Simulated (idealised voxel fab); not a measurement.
voxel transistor to metal: a process module
Each square cell in cross-section cut measures 5 nm, and the section as a whole is 205 nm wide.
In what follows, cross-sections appear as grids of square cells, described through bands that run from the top down, where every band is one or more rows of cells. First you get the band's top height and its bottom height, in nm, and then the materials it's made of, left to right, with each width in nm. If you see a single material with "everywhere", that one covers the band edge to edge. "empty" is empty space. Heights are expressed relative to 0, this being the level below which the as-received wafer comprises one material exclusively. The lowest band is unbounded in the downward direction and is denoted as in "0 and below". A width given as "30->40" starts at the first number in the band's top row and ends at the second number in its bottom row, shifting by an equal amount at every step from row to row. Take "left unchanged" at face value: in the step it is given for, the cross-section changed in none of its cells. Empty spaces without an open route to the top, at least 8 cells in extent, make up the entry "Closed void listing"; each is given as width x height at distance, where the distance is measured from the left edge, and all are in nm. On a step's line, text after the settings is the simulator commenting on that step. The line of a step may include "overlay nm". On a step with a mask, this value is how far to the right of its planned place the mask lay. A negative value means the mask lay to the left.
## Here's what the planned process steps look like
1) RECEIVE | material Si
2) OXIDIZE | depth nm 5
3) CONFORMAL_DEP | material SiN | thk nm 10
4) MASKED_ETCH | tone cover | mask id ACTIVE | width nm 95 | etch materials SiN | depth nm 10 | overlay nm 0
5) MASKED_ETCH | tone cover | mask id ACTIVE | width nm 95 | etch materials SiO2 | depth nm 5 | overlay nm 0
6) MASKED_ETCH | tone cover | mask id ACTIVE | width nm 95 | etch materials Si | depth nm 30 | overlay nm 0
7) OXIDIZE | depth nm 5
8) FILL_DEP | material SiO2 | thk nm 5
9) CMP | height nm 10
10) SELECTIVE_ETCH | etch materials SiO2 | depth nm 5
11) STRIP | etch materials SiN
12) SELECTIVE_ETCH | etch materials SiO2 | depth nm 5
13) OXIDIZE | depth nm 5
14) DIRECTIONAL_DEP | material polySi | thk nm 20
15) DIRECTIONAL_DEP | material SiCN | thk nm 10
16) MASKED_ETCH | tone cover | mask id GATE | width nm 25 | etch materials SiCN | depth nm 20 | overlay nm 0
17) MASKED_ETCH | tone cover | mask id GATE | width nm 25 | etch materials polySi | depth nm 30 | overlay nm 0
18) CONFORMAL_DEP | material SiO2 | thk nm 5
19) DIRECTIONAL_ETCH | etch materials SiO2 | depth nm 5
20) CONFORMAL_DEP | material SiN | thk nm 5
21) DIRECTIONAL_ETCH | etch materials SiN | depth nm 5
22) DIRECTIONAL_ETCH | etch materials SiO2 | depth nm 5
23) EPI | material pSi | thk nm 5
24) FILL_DEP | material SiO2 | thk nm 10
25) CMP | height nm 25
26) DIRECTIONAL_DEP | material SiO2 | thk nm 10
27) DIRECTIONAL_DEP | material aC | thk nm 15
28) PATTERN | tone open | mask id CONTACT | material resist | width nm 15 | pitch nm 70 | thk nm 35 | overlay nm 0
29) DIRECTIONAL_ETCH | etch materials aC | depth nm 15
30) STRIP | etch materials resist
31) DIRECTIONAL_ETCH | etch materials SiO2 | depth nm 40
32) STRIP | etch materials aC
33) CONFORMAL_DEP | material TiN | thk nm 5
34) FILL_DEP | material W | thk nm 10
35) CMP | height nm 35
36) CONFORMAL_DEP | material SiCN | thk nm 5
37) DIRECTIONAL_DEP | material lowk | thk nm 20
38) MASKED_ETCH | tone open | mask id METAL_1 | width nm 15 | pitch nm 70 | etch materials lowk | depth nm 20 | overlay nm 0
39) MASKED_ETCH | tone open | mask id METAL_1 | width nm 15 | pitch nm 70 | etch materials SiCN | depth nm 5 | overlay nm 0
40) CONFORMAL_DEP | material TiN | thk nm 5
41) FILL_DEP | material Cu | thk nm 10
42) CMP | height nm 60
43) CONFORMAL_DEP | material SiN | thk nm 5
## This is the cross-section of the wafer as we received it, i.e. after step 1
* 0 and below  Si everywhere
* Closed void listing: none
## Below is the wafer in cross-section after the module was completed. It began from the starting point shown above and followed the plan shown above, except that one mistake was made while running it
* 75 down to 70  SiN everywhere
* 70 down to 65  Cu everywhere
* 65 down to 60  TiN 65, then Cu 5, then TiN 65, then Cu 5, then TiN 65
* 60 down to 40  lowk 60, then TiN 5, then Cu 5, then TiN 5, then lowk 55, then TiN 5, then Cu 5, then TiN 5, then lowk 60
* 40 down to 35  SiCN 60, then TiN 15, then SiCN 55, then TiN 15, then SiCN 60
* 35 down to 25  SiO2 60, then TiN 5, then W 5, then TiN 5, then SiO2 55, then TiN 5, then W 5, then TiN 5, then SiO2 60
* 25 down to 15  SiO2 60, then TiN 5, then W 5, then TiN 5, then SiO2 5, then SiN 5, then SiO2 5, then SiCN 25, then SiO2 5, then SiN 5, then SiO2 5, then TiN 5, then W 5, then TiN 5, then SiO2 60
* 15 down to 0  SiO2 60, then TiN 5, then W 5, then TiN 5, then SiO2 5, then SiN 5, then SiO2 5, then polySi 25, then SiO2 5, then SiN 5, then SiO2 5, then TiN 5, then W 5, then TiN 5, then SiO2 60
* 0 down to -5  SiO2 55, then SiN 5, then TiN 15, then SiO2 5, then SiN 5, then SiO2 5, then polySi 25, then SiO2 5, then SiN 5, then SiO2 5, then TiN 15, then SiN 5, then SiO2 55
* -5 down to -10  SiO2 60, then pSi 20, then SiO2 45, then pSi 20, then SiO2 60
* -10 down to -40  SiO2 60, then Si 85, then SiO2 60
* -40 and below  Si everywhere
* Closed void listing: none
Plan not followed: step 42 off recipe, ran as CMP | height nm 70
